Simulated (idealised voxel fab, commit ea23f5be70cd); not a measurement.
The process module presented herein is designated voxel wiring stack.
Section cut is 175 nm wide and gridded with 5 nm square cells.
Cross-section layout: square cells on a grid; listed as bands, top to bottom; a band spans one or more cell rows.
Band: top and bottom heights (nm) first, top before bottom; then materials from left to right, widths in nm. "all across" marks a sole material filling the band edge to edge. "empty" denotes empty space.
Height reference: 0 = level under which incoming wafer is all one material. Lowest band: no bottom, runs on downward, e.g. "from 0 down".
The width entry "30 to 40" should be interpreted row by row: the top row of cells in the band takes the first number, the bottom row takes the second number, and the change between adjacent rows is uniform throughout.
Key: "remained the same" - step with no changed cell in the cross-section.
Empty spaces without an open route to the top, at least 8 cells in extent, make up the entry "Sealed void inventory"; each is given as width x height at distance, where the distance is measured from the left edge, and all are in nm.
Heads up: the bit after the settings on a step's line is the simulator's remark on that step.
What "overlay nm" on a step's line means: if the step has a mask, that mask lay this far to the right of its planned place, or, when the value is negative, to the left.

The steps planned for the process are as follows:
| 1 | RECEIVE, material Si |
| 2 | CONFORMAL_DEP, material SiO2, thk nm 15 |
| 3 | DIRECTIONAL_DEP, material TiN, thk nm 5 |
| 4 | DIRECTIONAL_DEP, material Ru, thk nm 20 |
| 5 | PATTERN, tone cover, mask id METAL_1, material resist, width nm 25, pitch nm 50, thk nm 20, overlay nm 0 |
| 6 | DIRECTIONAL_ETCH, etch materials Ru, depth nm 20 |
| 7 | DIRECTIONAL_ETCH, etch materials TiN, depth nm 5 |
| 8 | STRIP, etch materials resist |
| 9 | CONFORMAL_DEP, material SiN, thk nm 5 |
| 10 | FILL_DEP, material lowk, thk nm 10 |
| 11 | CMP, height nm 40 |
| 12 | CONFORMAL_DEP, material SiCN, thk nm 5 |
| 13 | DIRECTIONAL_DEP, material lowk, thk nm 30 |
| 14 | PATTERN, tone open, mask id METAL_2, material resist, width nm 25, pitch nm 50, thk nm 15, overlay nm 0 |
| 15 | DIRECTIONAL_ETCH, etch materials lowk, depth nm 15 |
| 16 | STRIP, etch materials resist |
| 17 | DIRECTIONAL_DEP, material aC, thk nm 15 |
| 18 | PATTERN, tone open, mask id METAL_2_HOLES, material resist, width nm 15, pitch nm 50, thk nm 35, overlay nm 0 |
| 19 | DIRECTIONAL_ETCH, etch materials aC, depth nm 15 |
| 20 | STRIP, etch materials resist |
| 21 | DIRECTIONAL_ETCH, etch materials lowk, depth nm 15 |
| 22 | DIRECTIONAL_ETCH, etch materials SiCN, depth nm 5 |
| 23 | STRIP, etch materials aC |
| 24 | CONFORMAL_DEP, material TiN, thk nm 5 |
| 25 | FILL_DEP, material Cu, thk nm 5 |
| 26 | CMP, height nm 75 |
| 27 | CONFORMAL_DEP, material SiCN, thk nm 5 |

Wafer cross-section on receipt, i.e. after step 1:
	from 0 down  Si all across
	Sealed void inventory: none

First of two wafers, end-of-module section, run followed plan:
	from 80 to 75  SiCN all across
	from 75 to 65  25 lowk, then 5 TiN, then 15 Cu, then 5 TiN, then 25 lowk, then 5 TiN, then 15 Cu, then 5 TiN, then 25 lowk, then 5 TiN, then 15 Cu, then 5 TiN, then 25 lowk
	from 65 to 60  25 lowk, then 5 TiN, then 5 Cu, then 15 TiN, then 25 lowk, then 5 TiN, then 5 Cu, then 15 TiN, then 25 lowk, then 5 TiN, then 5 Cu, then 15 TiN, then 25 lowk
	from 60 to 45  25 lowk, then 5 TiN, then 5 Cu, then 5 TiN, then 35 lowk, then 5 TiN, then 5 Cu, then 5 TiN, then 35 lowk, then 5 TiN, then 5 Cu, then 5 TiN, then 35 lowk
	from 45 to 40  25 SiCN, then 15 TiN, then 35 SiCN, then 15 TiN, then 35 SiCN, then 15 TiN, then 35 SiCN
	from 40 to 20  20 lowk, then 5 SiN, then 25 Ru, then 5 SiN, then 15 lowk, then 5 SiN, then 25 Ru, then 5 SiN, then 15 lowk, then 5 SiN, then 25 Ru, then 5 SiN, then 20 lowk
	from 20 to 15  25 SiN, then 25 TiN, then 25 SiN, then 25 TiN, then 25 SiN, then 25 TiN, then 25 SiN
	from 15 to 0  SiO2 all across
	from 0 down  Si all across
	Sealed void inventory: none

Cross-sectional view: second of two wafers, end of module; start and plan identical to the first, one mistake in running:
	from 80 to 75  SiCN all across
	from 75 to 60  25 lowk, then 5 TiN, then 5 Cu, then 5 TiN, then 35 lowk, then 5 TiN, then 5 Cu, then 5 TiN, then 35 lowk, then 5 TiN, then 5 Cu, then 5 TiN, then 35 lowk
	from 60 to 55  25 SiCN, then 15 TiN, then 35 SiCN, then 15 TiN, then 35 SiCN, then 15 TiN, then 35 SiCN
	from 55 to 45  lowk all across
	from 45 to 40  20 lowk, then 35 SiN, then 15 lowk, then 35 SiN, then 15 lowk, then 35 SiN, then 20 lowk
	from 40 to 20  20 lowk, then 5 SiN, then 25 Ru, then 5 SiN, then 15 lowk, then 5 SiN, then 25 Ru, then 5 SiN, then 15 lowk, then 5 SiN, then 25 Ru, then 5 SiN, then 20 lowk
	from 20 to 15  25 SiN, then 25 TiN, then 25 SiN, then 25 TiN, then 25 SiN, then 25 TiN, then 25 SiN
	from 15 to 0  SiO2 all across
	from 0 down  Si all across
	Sealed void inventory: none
Where did the run depart from the plan? step 11 was dropped from the plan's execution and never run
Final comparison by cell count, materials where the second wafer has more or fewer than the first: 21 fewer of Cu, 21 more of SiN, 24 fewer of TiN, 24 more of lowk
